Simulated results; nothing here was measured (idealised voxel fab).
This section sets out a process module, namely voxel wiring stack.
Section cut is 275 nm wide and gridded with 5 nm square cells.
We lay out every cross-section as a grid of square cells and spell it out in bands from the top down, where one band means one or more rows of cells. Band entry format. Leading values: height of top, height of bottom, nm. Remainder: materials in left-to-right order, each with its width in nm. Special words: "all across" on a single material, which then fills the band edge to edge; "air", empty space. Convention: height 0 is the level below which the wafer, as received, is all one material. The lowest band does not terminate at the bottom but continues downward, represented as "0 nm and below". The two numbers in a width such as "30->40" mark its ends across the band: the first belongs to the top row of cells, the second to the bottom row, and from each row to the next the width moves by the same amount. Step marked "no alterations made"? Then no cell in the cross-section changed in it. Enclosed voids (no open way to top), threshold 8 cells or more, entry "Enclosed void catalog", notation width x height at distance, distance from left edge, nm. That trailing text on a step's line, after the settings, is the simulator's own remark on the step. "overlay nm", when on a step's line for a step with a mask, measures how far to the right of its planned place the mask lay; a negative measure means to the left.

### Process steps - plan
1,RECEIVE [material Si]
2,CONFORMAL_DEP [material SiO2] [thk nm 15]
3,CONFORMAL_DEP [material SiCN] [thk nm 5]
4,DIRECTIONAL_DEP [material lowk] [thk nm 20]
5,MASKED_ETCH [tone open] [mask id METAL_1] [width nm 30] [pitch nm 55] [etch materials lowk] [depth nm 20] [overlay nm 0]
6,MASKED_ETCH [tone open] [mask id METAL_1] [width nm 30] [pitch nm 55] [etch materials SiCN] [depth nm 5] [overlay nm 0]
7,CONFORMAL_DEP [material TiN] [thk nm 5]
8,FILL_DEP [material Ru] [thk nm 5]
9,CMP [height nm 40]
10,CONFORMAL_DEP [material SiCN] [thk nm 5]
11,DIRECTIONAL_DEP [material lowk] [thk nm 25]
12,DIRECTIONAL_DEP [material aC] [thk nm 10]
13,PATTERN [tone open] [mask id METAL_2] [material resist] [width nm 30] [pitch nm 55] [thk nm 25] [overlay nm 0]
14,DIRECTIONAL_ETCH [etch materials aC] [depth nm 10]
15,STRIP [etch materials resist]
16,DIRECTIONAL_ETCH [etch materials lowk] [depth nm 15]
17,STRIP [etch materials aC]
18,DIRECTIONAL_DEP [material aC] [thk nm 15]
19,PATTERN [tone open] [mask id METAL_2_HOLES] [material resist] [width nm 15] [pitch nm 55] [thk nm 30] [overlay nm 0]
20,DIRECTIONAL_ETCH [etch materials aC] [depth nm 15]
21,STRIP [etch materials resist]
22,DIRECTIONAL_ETCH [etch materials lowk] [depth nm 10]
23,DIRECTIONAL_ETCH [etch materials SiCN] [depth nm 5]
24,STRIP [etch materials aC]
25,CONFORMAL_DEP [material TiN] [thk nm 5]
26,FILL_DEP [material Cu] [thk nm 10]
27,CMP [height nm 70]
28,CONFORMAL_DEP [material SiCN] [thk nm 5]

### Wafer at receipt (post step 1), cross-section
	0 nm and below: Si all across
	Enclosed void catalog: none

### Module complete - cross-section of the first of two wafers, run according to plan
	75 nm to 70 nm: SiCN all across
	70 nm to 60 nm: 40 lowk, then 5 TiN, then 20 Cu, then 5 TiN, then 25 lowk, then 5 TiN, then 20 Cu, then 5 TiN, then 25 lowk, then 5 TiN, then 20 Cu, then 5 TiN, then 25 lowk, then 5 TiN, then 20 Cu, then 5 TiN, then 40 lowk
	60 nm to 55 nm: 40 lowk, then 5 TiN, then 5 Cu, then 20 TiN, then 25 lowk, then 5 TiN, then 5 Cu, then 20 TiN, then 25 lowk, then 5 TiN, then 5 Cu, then 20 TiN, then 25 lowk, then 5 TiN, then 5 Cu, then 20 TiN, then 40 lowk
	55 nm to 45 nm: 40 lowk, then 5 TiN, then 5 Cu, then 5 TiN, then 40 lowk, then 5 TiN, then 5 Cu, then 5 TiN, then 40 lowk, then 5 TiN, then 5 Cu, then 5 TiN, then 40 lowk, then 5 TiN, then 5 Cu, then 5 TiN, then 55 lowk
	45 nm to 40 nm: 40 SiCN, then 15 TiN, then 40 SiCN, then 15 TiN, then 40 SiCN, then 15 TiN, then 40 SiCN, then 15 TiN, then 55 SiCN
	40 nm to 20 nm: 40 lowk, then 5 TiN, then 20 Ru, then 5 TiN, then 25 lowk, then 5 TiN, then 20 Ru, then 5 TiN, then 25 lowk, then 5 TiN, then 20 Ru, then 5 TiN, then 25 lowk, then 5 TiN, then 20 Ru, then 5 TiN, then 40 lowk
	20 nm to 15 nm: 40 SiCN, then 30 TiN, then 25 SiCN, then 30 TiN, then 25 SiCN, then 30 TiN, then 25 SiCN, then 30 TiN, then 40 SiCN
	15 nm to 0 nm: SiO2 all across
	0 nm and below: Si all across
	Enclosed void catalog: none

### This cross-section belongs to the second wafer of two at the end of the module; the start and the plan were shared with the first, and the run included one mistake
	75 nm to 70 nm: SiCN all across
	70 nm to 65 nm: 40 lowk, then 5 TiN, then 5 Cu, then 20 TiN, then 25 lowk, then 5 TiN, then 5 Cu, then 20 TiN, then 25 lowk, then 5 TiN, then 5 Cu, then 20 TiN, then 25 lowk, then 5 TiN, then 5 Cu, then 20 TiN, then 40 lowk
	65 nm to 55 nm: 40 lowk, then 5 TiN, then 5 Cu, then 5 TiN, then 40 lowk, then 5 TiN, then 5 Cu, then 5 TiN, then 40 lowk, then 5 TiN, then 5 Cu, then 5 TiN, then 40 lowk, then 5 TiN, then 5 Cu, then 5 TiN, then 55 lowk
	55 nm to 50 nm: 40 SiCN, then 15 TiN, then 40 SiCN, then 15 TiN, then 40 SiCN, then 15 TiN, then 40 SiCN, then 15 TiN, then 55 SiCN
	50 nm to 40 nm: SiCN all across
	40 nm to 20 nm: 40 lowk, then 5 TiN, then 20 Ru, then 5 TiN, then 25 lowk, then 5 TiN, then 20 Ru, then 5 TiN, then 25 lowk, then 5 TiN, then 20 Ru, then 5 TiN, then 25 lowk, then 5 TiN, then 20 Ru, then 5 TiN, then 40 lowk
	20 nm to 15 nm: 40 SiCN, then 30 TiN, then 25 SiCN, then 30 TiN, then 25 SiCN, then 30 TiN, then 25 SiCN, then 30 TiN, then 40 SiCN
	15 nm to 0 nm: SiO2 all across
	0 nm and below: Si all across
	Enclosed void catalog: none
What was the processing mistake? step 10 ran with different settings than intended, the actual operation and settings being CONFORMAL_DEP [material SiCN] [thk nm 15]
Final difference in cells, second wafer against first, listed per material as more or fewer: Cu -32 | SiCN +110 | TiN -16 | lowk -62
